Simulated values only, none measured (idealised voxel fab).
process module | voxel gate over fins
cross-section cut | 230 nm wide | cells 5 nm
A cross-section is a grid of square cells, given in bands from the top down. A band is one or more rows of cells.
Each band's line starts with the height of the band's top and of its bottom, in nm. Then come its materials from left to right, each with its width in nm. One material with "throughout" fills the band from edge to edge. "air" is empty space.
Height 0 is the level under which the wafer as received is all one material. The lowest band goes on downwards, as in "0 down".
A width such as "30 to 40" changes by the same amount from each row of cells to the next, from the band's top row to its bottom row.
"no change" after a step means that no cell of the cross-section changed.
closed voids: empty space of 8 cells or more with no open way to the top, each as width x height at its distance from the left edge, in nm
after a step's settings: what the simulator itself notes on the step
overlay nm, on a step with a mask: how far to the right of its planned place the mask lay; to the left if negative
plan
1 op RECEIVE | material Si
2 op CONFORMAL_DEP | material SiN | thk nm 5
3 op PATTERN | tone cover | mask id FINS | material resist | width nm 15 | pitch nm 50 | thk nm 20 | overlay nm 0
4 op DIRECTIONAL_ETCH | etch materials SiN | depth nm 5
5 op DIRECTIONAL_ETCH | etch materials Si | depth nm 40
6 op STRIP | etch materials resist
7 op OXIDIZE | depth nm 5
8 op FILL_DEP | material SiO2 | thk nm 10
9 op CMP | height nm 5
10 op DIRECTIONAL_DEP | material aC | thk nm 10
11 op PATTERN | tone open | mask id RAIL | material resist | width nm 15 | thk nm 25 | overlay nm 0
12 op DIRECTIONAL_ETCH | etch materials aC | depth nm 10
13 op STRIP | etch materials resist
14 op DIRECTIONAL_ETCH | etch materials SiO2 | depth nm 40
15 op STRIP | etch materials aC
16 op CONFORMAL_DEP | material TiN | thk nm 5
17 op FILL_DEP | material W | thk nm 10
18 op CMP | height nm 5
19 op SELECTIVE_ETCH | etch materials W Ru TiN | depth nm 25
20 op FILL_DEP | material SiO2 | thk nm 5
21 op CMP | height nm 5
22 op SELECTIVE_ETCH | etch materials SiO2 | depth nm 20
23 op STRIP | etch materials SiN
24 op CONFORMAL_DEP | material HfO2 | thk nm 5
25 op CONFORMAL_DEP | material TiN | thk nm 5
26 op CONFORMAL_DEP | material TiAl | thk nm 5
27 op CONFORMAL_DEP | material TiN | thk nm 5
28 op FILL_DEP | material W | thk nm 15
29 op CMP | height nm 30
30 op CONFORMAL_DEP | material SiN | thk nm 5
first wafer, as planned
as received, after step 1
  0 down: Si throughout
  closed voids: none
after step 2
  5 to 0: SiN throughout
  below 0: unchanged
after step 3
  25 to 5: air 80 | resist 15 | air 35 | resist 15 | air 85
  below 5: unchanged
after step 4
  25 to 5: air 80 | resist 15 | air 35 | resist 15 | air 85
  5 to 0: air 80 | SiN 15 | air 35 | SiN 15 | air 85
  below 0: unchanged
after step 5
  25 to 5: air 80 | resist 15 | air 35 | resist 15 | air 85
  5 to 0: air 80 | SiN 15 | air 35 | SiN 15 | air 85
  0 to -40: air 80 | Si 15 | air 35 | Si 15 | air 85
  below -40: unchanged
after step 6
  5 to 0: air 80 | SiN 15 | air 35 | SiN 15 | air 85
  below 0: unchanged
after step 7
  5 to 0: air 80 | SiN 15 | air 35 | SiN 15 | air 85
  0 to -40: air 80 | SiO2 5 | Si 5 | SiO2 5 | air 35 | SiO2 5 | Si 5 | SiO2 5 | air 85
  -40 to -45: SiO2 85 | Si 5 | SiO2 45 | Si 5 | SiO2 90
  below -45: unchanged
after step 8
  15 to 5: SiO2 throughout
  5 to 0: SiO2 80 | SiN 15 | SiO2 35 | SiN 15 | SiO2 85
  0 to -45: SiO2 85 | Si 5 | SiO2 45 | Si 5 | SiO2 90
  below -45: unchanged
after step 9
  5 to 0: SiO2 80 | SiN 15 | SiO2 35 | SiN 15 | SiO2 85
  below 0: unchanged
after step 10
  15 to 5: aC throughout
  below 5: unchanged
after step 11
  40 to 15: resist 105 | air 15 | resist 110
  below 15: unchanged
after step 12
  30 to 15: resist 105 | air 15 | resist 110
  15 to 5: aC 105 | air 15 | aC 110
  below 5: unchanged
after step 13
  15 to 5: aC 105 | air 15 | aC 110
  below 5: unchanged
after step 14
  15 to 5: aC 105 | air 15 | aC 110
  5 to 0: SiO2 80 | SiN 15 | SiO2 10 | air 15 | SiO2 10 | SiN 15 | SiO2 85
  0 to -35: SiO2 85 | Si 5 | SiO2 15 | air 15 | SiO2 15 | Si 5 | SiO2 90
  below -35: unchanged
after step 15
  5 to 0: SiO2 80 | SiN 15 | SiO2 10 | air 15 | SiO2 10 | SiN 15 | SiO2 85
  below 0: unchanged
after step 16
  10 to 5: TiN 110 | air 5 | TiN 115
  5 to 0: SiO2 80 | SiN 15 | SiO2 10 | TiN 5 | air 5 | TiN 5 | SiO2 10 | SiN 15 | SiO2 85
  0 to -30: SiO2 85 | Si 5 | SiO2 15 | TiN 5 | air 5 | TiN 5 | SiO2 15 | Si 5 | SiO2 90
  -30 to -35: SiO2 85 | Si 5 | SiO2 15 | TiN 15 | SiO2 15 | Si 5 | SiO2 90
  below -35: unchanged
after step 17
  20 to 10: W throughout
  10 to 5: TiN 110 | W 5 | TiN 115
  5 to 0: SiO2 80 | SiN 15 | SiO2 10 | TiN 5 | W 5 | TiN 5 | SiO2 10 | SiN 15 | SiO2 85
  0 to -30: SiO2 85 | Si 5 | SiO2 15 | TiN 5 | W 5 | TiN 5 | SiO2 15 | Si 5 | SiO2 90
  below -30: unchanged
after step 18
  5 to 0: SiO2 80 | SiN 15 | SiO2 10 | TiN 5 | W 5 | TiN 5 | SiO2 10 | SiN 15 | SiO2 85
  below 0: unchanged
after step 19
  5 to 0: SiO2 80 | SiN 15 | SiO2 10 | air 15 | SiO2 10 | SiN 15 | SiO2 85
  0 to -20: SiO2 85 | Si 5 | SiO2 15 | air 15 | SiO2 15 | Si 5 | SiO2 90
  below -20: unchanged
after step 20
  10 to 5: SiO2 throughout
  5 to 0: SiO2 80 | SiN 15 | SiO2 35 | SiN 15 | SiO2 85
  0 to -20: SiO2 85 | Si 5 | SiO2 45 | Si 5 | SiO2 90
  below -20: unchanged
after step 21
  5 to 0: SiO2 80 | SiN 15 | SiO2 35 | SiN 15 | SiO2 85
  below 0: unchanged
after step 22
  5 to 0: air 80 | SiN 15 | air 35 | SiN 15 | air 85
  0 to -15: air 85 | Si 5 | air 45 | Si 5 | air 90
  below -15: unchanged
after step 23
  0 to -15: air 85 | Si 5 | air 45 | Si 5 | air 90
  below -15: unchanged
after step 24
  5 to 0: air 80 | HfO2 15 | air 35 | HfO2 15 | air 85
  0 to -10: air 80 | HfO2 5 | Si 5 | HfO2 5 | air 35 | HfO2 5 | Si 5 | HfO2 5 | air 85
  -10 to -15: HfO2 85 | Si 5 | HfO2 45 | Si 5 | HfO2 90
  below -15: unchanged
after step 25
  10 to 5: air 75 | TiN 25 | air 25 | TiN 25 | air 80
  5 to 0: air 75 | TiN 5 | HfO2 15 | TiN 5 | air 25 | TiN 5 | HfO2 15 | TiN 5 | air 80
  0 to -5: air 75 | TiN 5 | HfO2 5 | Si 5 | HfO2 5 | TiN 5 | air 25 | TiN 5 | HfO2 5 | Si 5 | HfO2 5 | TiN 5 | air 80
  -5 to -10: TiN 80 | HfO2 5 | Si 5 | HfO2 5 | TiN 35 | HfO2 5 | Si 5 | HfO2 5 | TiN 85
  below -10: unchanged
after step 26
  15 to 10: air 70 | TiAl 35 | air 15 | TiAl 35 | air 75
  10 to 5: air 70 | TiAl 5 | TiN 25 | TiAl 5 | air 15 | TiAl 5 | TiN 25 | TiAl 5 | air 75
  5 to 0: air 70 | TiAl 5 | TiN 5 | HfO2 15 | TiN 5 | TiAl 5 | air 15 | TiAl 5 | TiN 5 | HfO2 15 | TiN 5 | TiAl 5 | air 75
  0 to -5: TiAl 75 | TiN 5 | HfO2 5 | Si 5 | HfO2 5 | TiN 5 | TiAl 25 | TiN 5 | HfO2 5 | Si 5 | HfO2 5 | TiN 5 | TiAl 80
  below -5: unchanged
after step 27
  20 to 15: air 65 | TiN 45 | air 5 | TiN 45 | air 70
  15 to 10: air 65 | TiN 5 | TiAl 35 | TiN 5 | air 5 | TiN 5 | TiAl 35 | TiN 5 | air 70
  10 to 5: air 65 | TiN 5 | TiAl 5 | TiN 25 | TiAl 5 | TiN 5 | air 5 | TiN 5 | TiAl 5 | TiN 25 | TiAl 5 | TiN 5 | air 70
  5 to 0: TiN 70 | TiAl 5 | TiN 5 | HfO2 15 | TiN 5 | TiAl 5 | TiN 15 | TiAl 5 | TiN 5 | HfO2 15 | TiN 5 | TiAl 5 | TiN 75
  below 0: unchanged
after step 28
  35 to 20: W throughout
  20 to 15: W 65 | TiN 45 | W 5 | TiN 45 | W 70
  15 to 10: W 65 | TiN 5 | TiAl 35 | TiN 5 | W 5 | TiN 5 | TiAl 35 | TiN 5 | W 70
  10 to 5: W 65 | TiN 5 | TiAl 5 | TiN 25 | TiAl 5 | TiN 5 | W 5 | TiN 5 | TiAl 5 | TiN 25 | TiAl 5 | TiN 5 | W 70
  below 5: unchanged
after step 29
  30 to 20: W throughout
  below 20: unchanged
after step 30
  35 to 30: SiN throughout
  below 30: unchanged
second wafer: like start, like plan, one mistake. Through step 21 it matches the first wafer
when step 22 should have ended
  5 to 0: air 80 | SiN 15 | air 35 | SiN 15 | air 85
  0 to -20: air 85 | Si 5 | air 45 | Si 5 | air 90
  -20 to -30: air 85 | Si 5 | air 15 | TiN 5 | W 5 | TiN 5 | air 15 | Si 5 | air 90
  -30 to -35: air 85 | Si 5 | air 15 | TiN 15 | air 15 | Si 5 | air 90
  below -35: unchanged
when step 23 should have ended
  0 to -20: air 85 | Si 5 | air 45 | Si 5 | air 90
  below -20: unchanged
when step 24 should have ended
  5 to 0: air 80 | HfO2 15 | air 35 | HfO2 15 | air 85
  0 to -15: air 80 | HfO2 5 | Si 5 | HfO2 5 | air 35 | HfO2 5 | Si 5 | HfO2 5 | air 85
  -15 to -20: air 80 | HfO2 5 | Si 5 | HfO2 5 | air 5 | HfO2 25 | air 5 | HfO2 5 | Si 5 | HfO2 5 | air 85
  -20 to -30: air 80 | HfO2 5 | Si 5 | HfO2 5 | air 5 | HfO2 5 | TiN 5 | W 5 | TiN 5 | HfO2 5 | air 5 | HfO2 5 | Si 5 | HfO2 5 | air 85
  -30 to -35: HfO2 85 | Si 5 | HfO2 15 | TiN 15 | HfO2 15 | Si 5 | HfO2 90
  below -35: unchanged
when step 25 should have ended
  10 to 5: air 75 | TiN 25 | air 25 | TiN 25 | air 80
  5 to 0: air 75 | TiN 5 | HfO2 15 | TiN 5 | air 25 | TiN 5 | HfO2 15 | TiN 5 | air 80
  0 to -10: air 75 | TiN 5 | HfO2 5 | Si 5 | HfO2 5 | TiN 5 | air 25 | TiN 5 | HfO2 5 | Si 5 | HfO2 5 | TiN 5 | air 80
  -10 to -15: air 75 | TiN 5 | HfO2 5 | Si 5 | HfO2 5 | TiN 35 | HfO2 5 | Si 5 | HfO2 5 | TiN 5 | air 80
  -15 to -20: air 75 | TiN 5 | HfO2 5 | Si 5 | HfO2 5 | TiN 5 | HfO2 25 | TiN 5 | HfO2 5 | Si 5 | HfO2 5 | TiN 5 | air 80
  -20 to -25: air 75 | TiN 5 | HfO2 5 | Si 5 | HfO2 5 | TiN 5 | HfO2 5 | TiN 5 | W 5 | TiN 5 | HfO2 5 | TiN 5 | HfO2 5 | Si 5 | HfO2 5 | TiN 5 | air 80
  -25 to -30: TiN 80 | HfO2 5 | Si 5 | HfO2 5 | TiN 5 | HfO2 5 | TiN 5 | W 5 | TiN 5 | HfO2 5 | TiN 5 | HfO2 5 | Si 5 | HfO2 5 | TiN 85
  below -30: unchanged
when step 26 should have ended
  15 to 10: air 70 | TiAl 35 | air 15 | TiAl 35 | air 75
  10 to 5: air 70 | TiAl 5 | TiN 25 | TiAl 5 | air 15 | TiAl 5 | TiN 25 | TiAl 5 | air 75
  5 to 0: air 70 | TiAl 5 | TiN 5 | HfO2 15 | TiN 5 | TiAl 5 | air 15 | TiAl 5 | TiN 5 | HfO2 15 | TiN 5 | TiAl 5 | air 75
  0 to -5: air 70 | TiAl 5 | TiN 5 | HfO2 5 | Si 5 | HfO2 5 | TiN 5 | TiAl 5 | air 15 | TiAl 5 | TiN 5 | HfO2 5 | Si 5 | HfO2 5 | TiN 5 | TiAl 5 | air 75
  -5 to -10: air 70 | TiAl 5 | TiN 5 | HfO2 5 | Si 5 | HfO2 5 | TiN 5 | TiAl 25 | TiN 5 | HfO2 5 | Si 5 | HfO2 5 | TiN 5 | TiAl 5 | air 75
  -10 to -15: air 70 | TiAl 5 | TiN 5 | HfO2 5 | Si 5 | HfO2 5 | TiN 35 | HfO2 5 | Si 5 | HfO2 5 | TiN 5 | TiAl 5 | air 75
  -15 to -20: air 70 | TiAl 5 | TiN 5 | HfO2 5 | Si 5 | HfO2 5 | TiN 5 | HfO2 25 | TiN 5 | HfO2 5 | Si 5 | HfO2 5 | TiN 5 | TiAl 5 | air 75
  -20 to -25: TiAl 75 | TiN 5 | HfO2 5 | Si 5 | HfO2 5 | TiN 5 | HfO2 5 | TiN 5 | W 5 | TiN 5 | HfO2 5 | TiN 5 | HfO2 5 | Si 5 | HfO2 5 | TiN 5 | TiAl 80
  below -25: unchanged
when step 27 should have ended
  20 to 15: air 65 | TiN 45 | air 5 | TiN 45 | air 70
  15 to 10: air 65 | TiN 5 | TiAl 35 | TiN 5 | air 5 | TiN 5 | TiAl 35 | TiN 5 | air 70
  10 to 5: air 65 | TiN 5 | TiAl 5 | TiN 25 | TiAl 5 | TiN 5 | air 5 | TiN 5 | TiAl 5 | TiN 25 | TiAl 5 | TiN 5 | air 70
  5 to 0: air 65 | TiN 5 | TiAl 5 | TiN 5 | HfO2 15 | TiN 5 | TiAl 5 | TiN 5 | air 5 | TiN 5 | TiAl 5 | TiN 5 | HfO2 15 | TiN 5 | TiAl 5 | TiN 5 | air 70
  0 to -5: air 65 | TiN 5 | TiAl 5 | TiN 5 | HfO2 5 | Si 5 | HfO2 5 | TiN 5 | TiAl 5 | TiN 15 | TiAl 5 | TiN 5 | HfO2 5 | Si 5 | HfO2 5 | TiN 5 | TiAl 5 | TiN 5 | air 70
  -5 to -10: air 65 | TiN 5 | TiAl 5 | TiN 5 | HfO2 5 | Si 5 | HfO2 5 | TiN 5 | TiAl 25 | TiN 5 | HfO2 5 | Si 5 | HfO2 5 | TiN 5 | TiAl 5 | TiN 5 | air 70
  -10 to -15: air 65 | TiN 5 | TiAl 5 | TiN 5 | HfO2 5 | Si 5 | HfO2 5 | TiN 35 | HfO2 5 | Si 5 | HfO2 5 | TiN 5 | TiAl 5 | TiN 5 | air 70
  -15 to -20: TiN 70 | TiAl 5 | TiN 5 | HfO2 5 | Si 5 | HfO2 5 | TiN 5 | HfO2 25 | TiN 5 | HfO2 5 | Si 5 | HfO2 5 | TiN 5 | TiAl 5 | TiN 75
  below -20: unchanged
when step 28 should have ended
  35 to 20: W throughout
  20 to 15: W 65 | TiN 45 | W 5 | TiN 45 | W 70
  15 to 10: W 65 | TiN 5 | TiAl 35 | TiN 5 | W 5 | TiN 5 | TiAl 35 | TiN 5 | W 70
  10 to 5: W 65 | TiN 5 | TiAl 5 | TiN 25 | TiAl 5 | TiN 5 | W 5 | TiN 5 | TiAl 5 | TiN 25 | TiAl 5 | TiN 5 | W 70
  5 to 0: W 65 | TiN 5 | TiAl 5 | TiN 5 | HfO2 15 | TiN 5 | TiAl 5 | TiN 5 | W 5 | TiN 5 | TiAl 5 | TiN 5 | HfO2 15 | TiN 5 | TiAl 5 | TiN 5 | W 70
  0 to -5: W 65 | TiN 5 | TiAl 5 | TiN 5 | HfO2 5 | Si 5 | HfO2 5 | TiN 5 | TiAl 5 | TiN 15 | TiAl 5 | TiN 5 | HfO2 5 | Si 5 | HfO2 5 | TiN 5 | TiAl 5 | TiN 5 | W 70
  -5 to -10: W 65 | TiN 5 | TiAl 5 | TiN 5 | HfO2 5 | Si 5 | HfO2 5 | TiN 5 | TiAl 25 | TiN 5 | HfO2 5 | Si 5 | HfO2 5 | TiN 5 | TiAl 5 | TiN 5 | W 70
  -10 to -15: W 65 | TiN 5 | TiAl 5 | TiN 5 | HfO2 5 | Si 5 | HfO2 5 | TiN 35 | HfO2 5 | Si 5 | HfO2 5 | TiN 5 | TiAl 5 | TiN 5 | W 70
  below -15: unchanged
when step 29 should have ended
  30 to 20: W throughout
  below 20: unchanged
when step 30 should have ended
  35 to 30: SiN throughout
  below 30: unchanged
what went wrong: step 22 was run twice
at the end the second wafer has, in cells: 22 more of HfO2 | 167 fewer of SiO2 | 10 more of TiAl | 26 more of TiN | 109 more of W
